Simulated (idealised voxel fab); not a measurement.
You're looking at the process module voxel ribs on slabs.
Square cell edge 5 nm, section width 155 nm, ID cut.
Heads up, the way a cross-section reads in here is a grid of square cells, handed over as bands from the top down, with every band being one or more rows of cells.
Each band's line starts with the height of the band's top and of its bottom, in nm. Then come its materials from left to right, each with its width in nm. One material with "all across" fills the band from edge to edge. "blank" is empty space.
Convention: height 0 is the level below which the wafer, as received, is all one material. The lowest band does not terminate at the bottom but continues downward, represented as "0 and below".
Width: "30->40" (first number = top row, second number = bottom row, same change from row to row of cells).
The cross-section has no changed cell in any step marked "no alteration".
Each empty space that has no open way to the top and spans at least 8 cells appears under "Fully enclosed voids" as width x height at distance, the distance counted from the left edge, all in nm.
Note: text after step settings on the step line = simulator remark on that step.
A step's line can hold "overlay nm"; with a mask on that step, the setting says how far right of the planned place the mask lay, while a negative setting says it lay to the left.

THE STEPS PLANNED FOR THE PROCESS ARE AS FOLLOWS
step 1: op RECEIVE | material Si
step 2: op DIRECTIONAL_DEP | material SiO2 | thk nm 30
step 3: op DIRECTIONAL_DEP | material SiN | thk nm 20
step 4: op MASKED_ETCH | tone cover | mask id RIB | width nm 20 | etch materials SiN | depth nm 15 | overlay nm 0
step 5: op MASKED_ETCH | tone cover | mask id SLAB | width nm 50 | etch materials SiN | depth nm 5 | overlay nm 0
step 6: op FILL_DEP | material SiO2 | thk nm 25
step 7: op CMP | height nm 65
step 8: op DIRECTIONAL_DEP | material TiN | thk nm 10
step 9: op PATTERN | tone cover | mask id HEATER | material resist | width nm 30 | thk nm 20 | overlay nm 0
step 10: op DIRECTIONAL_ETCH | etch materials TiN | depth nm 10
step 11: op STRIP | etch materials resist
step 12: op CONFORMAL_DEP | material SiO2 | thk nm 10

WHAT FOLLOWS COVERS THE FIRST OF TWO WAFERS; IT RAN AS PLANNED

AS-RECEIVED WAFER CROSS-SECTION (AFTER STEP 1)
	0 and below  Si all across
	Fully enclosed voids: none

UPON COMPLETION OF STEP 2, THE WAFER APPEARS IN CROSS-SECTION AS SHOWN
	30 down to 0  SiO2 all across
	Below 0, the layers are the same as they were.

UPON COMPLETION OF STEP 3, THE WAFER APPEARS IN CROSS-SECTION AS SHOWN
	50 down to 30  SiN all across
	Below 30, the layers are the same as they were.

UPON COMPLETION OF STEP 4, THE WAFER APPEARS IN CROSS-SECTION AS SHOWN
	50 down to 35  65 blank / 20 SiN / 70 blank
	Below 35, the layers are the same as they were.

UPON COMPLETION OF STEP 5, THE WAFER APPEARS IN CROSS-SECTION AS SHOWN
	50 down to 35  65 blank / 20 SiN / 70 blank
	35 down to 30  50 blank / 50 SiN / 55 blank
	Below 30, the layers are the same as they were.

UPON COMPLETION OF STEP 6, THE WAFER APPEARS IN CROSS-SECTION AS SHOWN
	75 down to 50  SiO2 all across
	50 down to 35  65 SiO2 / 20 SiN / 70 SiO2
	35 down to 30  50 SiO2 / 50 SiN / 55 SiO2
	Below 30, the layers are the same as they were.

UPON COMPLETION OF STEP 7, THE WAFER APPEARS IN CROSS-SECTION AS SHOWN
	65 down to 50  SiO2 all across
	Below 50, the layers are the same as they were.

UPON COMPLETION OF STEP 8, THE WAFER APPEARS IN CROSS-SECTION AS SHOWN
	75 down to 65  TiN all across
	Below 65, the layers are the same as they were.

UPON COMPLETION OF STEP 9, THE WAFER APPEARS IN CROSS-SECTION AS SHOWN
	95 down to 75  60 blank / 30 resist / 65 blank
	Below 75, the layers are the same as they were.

UPON COMPLETION OF STEP 10, THE WAFER APPEARS IN CROSS-SECTION AS SHOWN
	95 down to 75  60 blank / 30 resist / 65 blank
	75 down to 65  60 blank / 30 TiN / 65 blank
	Below 65, the layers are the same as they were.

UPON COMPLETION OF STEP 11, THE WAFER APPEARS IN CROSS-SECTION AS SHOWN
	75 down to 65  60 blank / 30 TiN / 65 blank
	Below 65, the layers are the same as they were.

UPON COMPLETION OF STEP 12, THE WAFER APPEARS IN CROSS-SECTION AS SHOWN
	85 down to 75  50 blank / 50 SiO2 / 55 blank
	75 down to 65  60 SiO2 / 30 TiN / 65 SiO2
	Below 65, the layers are the same as they were.

SECOND WAFER - SHARED START AND PLAN WITH THE FIRST - ONE ERROR IN RUNNING - SAME AS THE FIRST UP TO STEP 4 INCLUSIVE

CROSS-SECTIONAL REPRESENTATION OF THE SECOND WAFER AT THE TIME DESIGNATED IN THE PLAN FOR THE COMPLETION OF STEP 5
	50 down to 35  65 blank / 20 SiN / 70 blank
	35 down to 30  55 blank / 45 SiN / 55 blank
	Below 30, the layers are the same as they were.

CROSS-SECTIONAL REPRESENTATION OF THE SECOND WAFER AT THE TIME DESIGNATED IN THE PLAN FOR THE COMPLETION OF STEP 6
	75 down to 50  SiO2 all across
	50 down to 35  65 SiO2 / 20 SiN / 70 SiO2
	35 down to 30  55 SiO2 / 45 SiN / 55 SiO2
	Below 30, the layers are the same as they were.

CROSS-SECTIONAL REPRESENTATION OF THE SECOND WAFER AT THE TIME DESIGNATED IN THE PLAN FOR THE COMPLETION OF STEP 7
	65 down to 50  SiO2 all across
	Below 50, the layers are the same as they were.

CROSS-SECTIONAL REPRESENTATION OF THE SECOND WAFER AT THE TIME DESIGNATED IN THE PLAN FOR THE COMPLETION OF STEP 8
	75 down to 65  TiN all across
	Below 65, the layers are the same as they were.

CROSS-SECTIONAL REPRESENTATION OF THE SECOND WAFER AT THE TIME DESIGNATED IN THE PLAN FOR THE COMPLETION OF STEP 9
	95 down to 75  60 blank / 30 resist / 65 blank
	Below 75, the layers are the same as they were.

CROSS-SECTIONAL REPRESENTATION OF THE SECOND WAFER AT THE TIME DESIGNATED IN THE PLAN FOR THE COMPLETION OF STEP 10
	95 down to 75  60 blank / 30 resist / 65 blank
	75 down to 65  60 blank / 30 TiN / 65 blank
	Below 65, the layers are the same as they were.

CROSS-SECTIONAL REPRESENTATION OF THE SECOND WAFER AT THE TIME DESIGNATED IN THE PLAN FOR THE COMPLETION OF STEP 11
	75 down to 65  60 blank / 30 TiN / 65 blank
	Below 65, the layers are the same as they were.

CROSS-SECTIONAL REPRESENTATION OF THE SECOND WAFER AT THE TIME DESIGNATED IN THE PLAN FOR THE COMPLETION OF STEP 12
	85 down to 75  50 blank / 50 SiO2 / 55 blank
	75 down to 65  60 SiO2 / 30 TiN / 65 SiO2
	Below 65, the layers are the same as they were.
What was the processing mistake? note that step 5 departed from the planned setting and was carried out as op MASKED_ETCH | tone cover | mask id SLAB | width nm 45 | etch materials SiN | depth nm 5 | overlay nm 0
End check, counted in cells, second wafer has more or fewer of these materials than the first: SiN -1, SiO2 +1
